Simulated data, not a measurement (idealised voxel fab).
The document below concerns the process module designated voxel wiring stack.
Each square cell in cross-section cut measures 5 nm, and the section as a whole is 160 nm wide.
Format of a cross-section: grid, square cells. Given as bands. Order: top down. Band: one or more rows of cells.
Look at the band entry: it leads with the top's height and the bottom's height in nm. Then it lists the materials left to right, with a width in nm for each. The word "full width" on a single material says that material fills the band edge to edge. The word "empty" is empty space.
Basically, 0 is our baseline, since under it the wafer straight out of the box is all one material. The bottom band has no lower end and keeps on going down, so it looks like "top 0, no bottom".
Per-row width for "30..40": begins at first number (top row of band), ends at second number (bottom row), increment between rows held constant.
Given "remains unaltered" for a step, no cell of the cross-section differs between before and after that step.
Empty spaces without an open route to the top, at least 8 cells in extent, make up the entry "Closed internal cavities"; each is given as width x height at distance, where the distance is measured from the left edge, and all are in nm.
after a step's settings: what the simulator itself notes on the step
overlay nm: on a step with a mask, how far right of its planned place the mask lay; negative means left.

**Below is the list of planned process steps**
1,RECEIVE (material Si)
2,CONFORMAL_DEP (material SiO2; thk nm 15)
3,CONFORMAL_DEP (material SiCN; thk nm 5)
4,DIRECTIONAL_DEP (material lowk; thk nm 20)
5,DIRECTIONAL_DEP (material aC; thk nm 15)
6,PATTERN (tone open; mask id METAL_1; material resist; width nm 25; pitch nm 45; thk nm 30; overlay nm 0)
7,DIRECTIONAL_ETCH (etch materials aC; depth nm 15)
8,STRIP (etch materials resist)
9,DIRECTIONAL_ETCH (etch materials lowk; depth nm 20)
10,DIRECTIONAL_ETCH (etch materials SiCN; depth nm 5)
11,STRIP (etch materials aC)
12,CONFORMAL_DEP (material TiN; thk nm 5)
13,FILL_DEP (material Cu; thk nm 5)
14,CMP (height nm 40)
15,CONFORMAL_DEP (material SiCN; thk nm 5)
16,DIRECTIONAL_DEP (material lowk; thk nm 15)
17,MASKED_ETCH (tone open; mask id PLUG_1; width nm 15; pitch nm 45; etch materials lowk; depth nm 15; overlay nm 0)
18,MASKED_ETCH (tone open; mask id PLUG_1; width nm 15; pitch nm 45; etch materials SiCN; depth nm 5; overlay nm 0)
19,EPI (material Ru; thk nm 10)
20,EPI (material Ru; thk nm 10)
21,CONFORMAL_DEP (material SiCN; thk nm 5)
22,DIRECTIONAL_DEP (material SiO2; thk nm 20)
23,PATTERN (tone open; mask id METAL_2; material resist; width nm 25; pitch nm 45; thk nm 15; overlay nm 0)
24,DIRECTIONAL_ETCH (etch materials SiO2; depth nm 20)
25,DIRECTIONAL_ETCH (etch materials SiCN; depth nm 5)
26,STRIP (etch materials resist)
27,CONFORMAL_DEP (material TiN; thk nm 5)
28,FILL_DEP (material W; thk nm 10)
29,CMP (height nm 85)
30,CONFORMAL_DEP (material SiCN; thk nm 5)
31,DIRECTIONAL_DEP (material SiO2; thk nm 35)
32,PATTERN (tone open; mask id METAL_3_HOLES; material resist; width nm 15; pitch nm 45; thk nm 20; overlay nm 0)
33,DIRECTIONAL_ETCH (etch materials SiO2; depth nm 35)
34,STRIP (etch materials resist)
35,DIRECTIONAL_DEP (material aC; thk nm 10)
36,PATTERN (tone open; mask id METAL_3; material resist; width nm 25; pitch nm 45; thk nm 30; overlay nm 0)
37,DIRECTIONAL_ETCH (etch materials aC; depth nm 10)
38,STRIP (etch materials resist)
39,DIRECTIONAL_ETCH (etch materials SiO2; depth nm 20)
40,DIRECTIONAL_ETCH (etch materials SiCN; depth nm 5)
41,STRIP (etch materials aC)
42,CONFORMAL_DEP (material TiN; thk nm 5)
43,FILL_DEP (material Cu; thk nm 10)
44,CMP (height nm 125)
45,CONFORMAL_DEP (material SiCN; thk nm 5)
46,DIRECTIONAL_DEP (material SiO2; thk nm 10)
47,PATTERN (tone open; mask id PLUG_3; material resist; width nm 15; pitch nm 45; thk nm 15; overlay nm 0)
48,DIRECTIONAL_ETCH (etch materials SiO2; depth nm 10)
49,DIRECTIONAL_ETCH (etch materials SiCN; depth nm 5)
50,STRIP (etch materials resist)
51,EPI (material Ru; thk nm 10)
52,EPI (material Ru; thk nm 5)
53,DIRECTIONAL_DEP (material TiN; thk nm 5)
54,DIRECTIONAL_DEP (material Ru; thk nm 20)
55,PATTERN (tone cover; mask id METAL_4; material resist; width nm 25; pitch nm 45; thk nm 15; overlay nm 0)
56,DIRECTIONAL_ETCH (etch materials Ru; depth nm 20)
57,DIRECTIONAL_ETCH (etch materials TiN; depth nm 5)
58,STRIP (etch materials resist)
59,CONFORMAL_DEP (material SiN; thk nm 5)
60,FILL_DEP (material lowk; thk nm 10)
61,CMP (height nm 165)
62,CONFORMAL_DEP (material SiCN; thk nm 5)

**Cross-section, incoming material, after step 1**
	top 0, no bottom: Si full width
	Closed internal cavities: none

**Here's the cross-section of the first of our two wafers at the end of the module - it ran as planned**
	top 170, bottom 165: SiCN full width
	top 165, bottom 145: lowk=40 / SiN=5 / Ru=25 / SiN=5 / lowk=10 / SiN=5 / Ru=25 / SiN=5 / lowk=40
	top 145, bottom 140: SiN=45 / TiN=25 / SiN=20 / TiN=25 / SiN=45
	top 140, bottom 130: SiO2=45 / Ru=15 / SiO2=30 / Ru=15 / SiO2=55
	top 130, bottom 125: SiCN=45 / Ru=15 / SiCN=30 / Ru=15 / SiCN=55
	top 125, bottom 110: SiO2=45 / TiN=5 / Cu=15 / TiN=5 / SiO2=20 / TiN=5 / Cu=15 / TiN=5 / SiO2=45
	top 110, bottom 105: SiO2=45 / TiN=5 / Cu=5 / TiN=15 / SiO2=20 / TiN=5 / Cu=5 / TiN=15 / SiO2=45
	top 105, bottom 90: SiO2=45 / TiN=5 / Cu=5 / TiN=5 / SiO2=30 / TiN=5 / Cu=5 / TiN=5 / SiO2=55
	top 90, bottom 85: SiCN=45 / TiN=15 / SiCN=30 / TiN=15 / SiCN=55
	top 85, bottom 65: SiO2=45 / TiN=5 / W=15 / TiN=5 / SiO2=20 / TiN=5 / W=15 / TiN=5 / SiO2=45
	top 65, bottom 60: SiCN=45 / TiN=25 / SiCN=20 / TiN=25 / SiCN=45
	top 60, bottom 45: lowk=45 / Ru=15 / lowk=30 / Ru=15 / lowk=55
	top 45, bottom 40: SiCN=45 / Ru=15 / SiCN=30 / Ru=15 / SiCN=55
	top 40, bottom 20: lowk=45 / TiN=5 / Cu=15 / TiN=5 / lowk=20 / TiN=5 / Cu=15 / TiN=5 / lowk=45
	top 20, bottom 15: SiCN=45 / TiN=25 / SiCN=20 / TiN=25 / SiCN=45
	top 15, bottom 0: SiO2 full width
	top 0, no bottom: Si full width
	Closed internal cavities: none

**Cross-sectional image of the second wafer of the two following completion of the module. Starting state and process plan were the same as for the first wafer; one execution error occurred**
	top 170, bottom 165: SiCN full width
	top 165, bottom 145: lowk=40 / SiN=5 / Ru=25 / SiN=5 / lowk=10 / SiN=5 / Ru=25 / SiN=5 / lowk=40
	top 145, bottom 140: SiN=45 / TiN=25 / SiN=20 / TiN=25 / SiN=45
	top 140, bottom 130: SiO2=45 / Ru=15 / SiO2=30 / Ru=15 / SiO2=55
	top 130, bottom 125: SiCN=45 / Ru=15 / SiCN=30 / Ru=15 / SiCN=55
	top 125, bottom 110: SiO2=45 / TiN=5 / Cu=15 / TiN=5 / SiO2=20 / TiN=5 / Cu=15 / TiN=5 / SiO2=45
	top 110, bottom 105: SiO2=45 / TiN=5 / Cu=5 / TiN=15 / SiO2=20 / TiN=5 / Cu=5 / TiN=15 / SiO2=45
	top 105, bottom 90: SiO2=45 / TiN=5 / Cu=5 / TiN=5 / SiO2=30 / TiN=5 / Cu=5 / TiN=5 / SiO2=55
	top 90, bottom 85: SiCN=45 / TiN=15 / SiCN=30 / TiN=15 / SiCN=55
	top 85, bottom 65: SiO2=45 / TiN=5 / W=15 / TiN=5 / SiO2=20 / TiN=5 / W=15 / TiN=5 / SiO2=45
	top 65, bottom 60: SiCN=45 / TiN=25 / SiCN=20 / TiN=25 / SiCN=45
	top 60, bottom 45: lowk=45 / Ru=15 / lowk=30 / Ru=15 / lowk=55
	top 45, bottom 40: SiCN=45 / Ru=15 / SiCN=30 / Ru=15 / SiCN=55
	top 40, bottom 35: lowk=45 / TiN=5 / Cu=15 / TiN=5 / lowk=20 / TiN=5 / Cu=15 / TiN=5 / lowk=45
	top 35, bottom 30: SiCN=45 / TiN=25 / SiCN=20 / TiN=25 / SiCN=45
	top 30, bottom 0: SiO2 full width
	top 0, no bottom: Si full width
	Closed internal cavities: none
It is concluded that the wafer was processed incorrectly with respect to the plan, in that step 2, plan: ran twice
Heads up, by the end the second wafer has more or fewer cells of some materials compared to the first: -18 Cu, +96 SiO2, -12 TiN, -66 lowk
